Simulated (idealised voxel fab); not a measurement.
process module | voxel tone inversion
cross-section cut | 190 nm wide | cells 5 nm
A cross-section is a grid of square cells, given in bands from the top down. A band is one or more rows of cells.
Each band's line starts with the height of the band's top and of its bottom, in nm. Then come its materials from left to right, each with its width in nm. One material with "throughout" fills the band from edge to edge. "air" is empty space.
Height 0 is the level under which the wafer as received is all one material. The lowest band goes on downwards, as in "0 down".
A width such as "30 to 40" changes by the same amount from each row of cells to the next, from the band's top row to its bottom row.
"no change" after a step means that no cell of the cross-section changed.
closed voids: empty space of 8 cells or more with no open way to the top, each as width x height at its distance from the left edge, in nm
after a step's settings: what the simulator itself notes on the step
overlay nm, on a step with a mask: how far to the right of its planned place the mask lay; to the left if negative
plan
1 op RECEIVE | material Si
2 op CONFORMAL_DEP | material SiN | thk nm 5
3 op DIRECTIONAL_DEP | material aC | thk nm 20
4 op PATTERN | tone cover | mask id POSTS | material resist | width nm 25 | pitch nm 50 | thk nm 30 | overlay nm 0
5 op DIRECTIONAL_ETCH | etch materials aC | depth nm 20
6 op STRIP | etch materials resist
7 op FILL_DEP | material lowk | thk nm 10
8 op CMP | height nm 25
9 op STRIP | etch materials aC
10 op CONFORMAL_DEP | material TiN | thk nm 5
11 op FILL_DEP | material W | thk nm 10
12 op CMP | height nm 25
13 op CONFORMAL_DEP | material SiCN | thk nm 5
as received, after step 1
  0 down: Si throughout
  closed voids: none
first wafer at the end, as planned
  30 to 25: SiCN throughout
  25 to 10: lowk 55 | TiN 5 | W 15 | TiN 5 | lowk 25 | TiN 5 | W 15 | TiN 5 | lowk 60
  10 to 5: lowk 55 | TiN 25 | lowk 25 | TiN 25 | lowk 60
  5 to 0: SiN throughout
  0 down: Si throughout
  closed voids: none
second wafer at the end: like start, like plan, one mistake
  30 to 25: SiCN throughout
  25 to 20: SiN throughout
  20 to 0: aC throughout
  0 down: Si throughout
  closed voids: none
what went wrong: steps 2 and 3 were swapped
at the end the second wafer has, in cells: 22 fewer of TiN | 18 fewer of W | 152 more of aC | 112 fewer of lowk
